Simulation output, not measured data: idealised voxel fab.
process module | voxel self aligned vias
cross-section cut | 190 nm wide | cells 5 nm
A cross-section is a grid of square cells, given in bands from the top down. A band is one or more rows of cells.
Each band's line starts with the height of the band's top and of its bottom, in nm. Then come its materials from left to right, each with its width in nm. One material with "throughout" fills the band from edge to edge. "air" is empty space.
Height 0 is the level under which the wafer as received is all one material. The lowest band goes on downwards, as in "0 down".
A width such as "30 to 40" changes by the same amount from each row of cells to the next, from the band's top row to its bottom row.
"no change" after a step means that no cell of the cross-section changed.
closed voids: empty space of 8 cells or more with no open way to the top, each as width x height at its distance from the left edge, in nm
after a step's settings: what the simulator itself notes on the step
overlay nm, on a step with a mask: how far to the right of its planned place the mask lay; to the left if negative
plan
1 op RECEIVE | material Si
2 op CONFORMAL_DEP | material SiO2 | thk nm 10
3 op CONFORMAL_DEP | material SiCN | thk nm 5
4 op DIRECTIONAL_DEP | material SiO2 | thk nm 25
5 op PATTERN | tone open | mask id LINES | material resist | width nm 20 | pitch nm 80 | thk nm 20 | overlay nm 0
6 op DIRECTIONAL_ETCH | etch materials SiO2 | depth nm 25
7 op STRIP | etch materials resist
8 op CONFORMAL_DEP | material TiN | thk nm 5
9 op FILL_DEP | material Ru | thk nm 10
10 op CMP | height nm 40
11 op SELECTIVE_ETCH | etch materials W Ru TiN | depth nm 10
12 op FILL_DEP | material SiN | thk nm 10
13 op CMP | height nm 40
14 op DIRECTIONAL_DEP | material SiO2 | thk nm 15
15 op MASKED_ETCH | tone open | mask id VIAS | width nm 50 | pitch nm 80 | etch materials SiO2 | depth nm 15 | overlay nm 0
16 op MASKED_ETCH | tone open | mask id VIAS | width nm 50 | pitch nm 80 | etch materials SiN | depth nm 10 | overlay nm 0
17 op CONFORMAL_DEP | material TiN | thk nm 5
18 op FILL_DEP | material Cu | thk nm 10
19 op CMP | height nm 55
20 op CONFORMAL_DEP | material SiCN | thk nm 5
varied across the wafers: width nm of step 5. The plan shows the first wafer's value. All wafers start alike
first wafer as received, after step 1
  0 down: Si throughout
  closed voids: none
first wafer at the end, after step 20
  60 to 55: SiCN throughout
  55 to 45: SiO2 30 | TiN 5 | Cu 40 | TiN 5 | SiO2 30 | TiN 5 | Cu 40 | TiN 5 | SiO2 30
  45 to 35: SiO2 30 to 45 | TiN 20 to 5 | Cu 10 | TiN 20 to 5 | SiO2 30 to 60 | TiN 20 to 5 | Cu 10 | TiN 20 to 5 | SiO2 30 to 45
  35 to 30: SiO2 45 | TiN 20 | SiO2 60 | TiN 20 | SiO2 45
  30 to 20: SiO2 45 | TiN 5 | Ru 10 | TiN 5 | SiO2 60 | TiN 5 | Ru 10 | TiN 5 | SiO2 45
  20 to 15: SiO2 45 | TiN 20 | SiO2 60 | TiN 20 | SiO2 45
  15 to 10: SiCN throughout
  10 to 0: SiO2 throughout
  0 down: Si throughout
  closed voids: none
last wafer at the end
  60 to 55: SiCN throughout
  55 to 45: SiO2 30 | TiN 5 | Cu 40 | TiN 5 | SiO2 30 | TiN 5 | Cu 40 | TiN 5 | SiO2 30
  45 to 35: SiO2 30 to 35 | TiN 10 to 5 | Cu 35 | TiN 5 | SiO2 30 to 35 | TiN 10 to 5 | Cu 35 | TiN 5 | SiO2 30
  35 to 30: SiO2 35 | TiN 45 | SiO2 35 | TiN 45 | SiO2 30
  30 to 20: SiO2 35 | TiN 5 | Ru 35 | TiN 5 | SiO2 35 | TiN 5 | Ru 35 | TiN 5 | SiO2 30
  20 to 15: SiO2 35 | TiN 45 | SiO2 35 | TiN 45 | SiO2 30
  15 to 10: SiCN throughout
  10 to 0: SiO2 throughout
  0 down: Si throughout
  closed voids: none
each wafer at the end: cells of each material gained (+) or lost (-) since it was received, then its closed voids
width nm 20 | +40 Cu | +8 Ru | +76 SiCN | +280 SiO2 | +52 TiN | closed voids: none
width nm 25 | +44 Cu | +12 Ru | +76 SiCN | +270 SiO2 | +54 TiN | closed voids: none
width nm 30 | +48 Cu | +16 Ru | +76 SiCN | +260 SiO2 | +56 TiN | closed voids: none
width nm 35 | +52 Cu | +20 Ru | +76 SiCN | +250 SiO2 | +58 TiN | closed voids: none
width nm 40 | +56 Cu | +24 Ru | +76 SiCN | +240 SiO2 | +60 TiN | closed voids: none
width nm 45 | +60 Cu | +28 Ru | +76 SiCN | +230 SiO2 | +62 TiN | closed voids: none
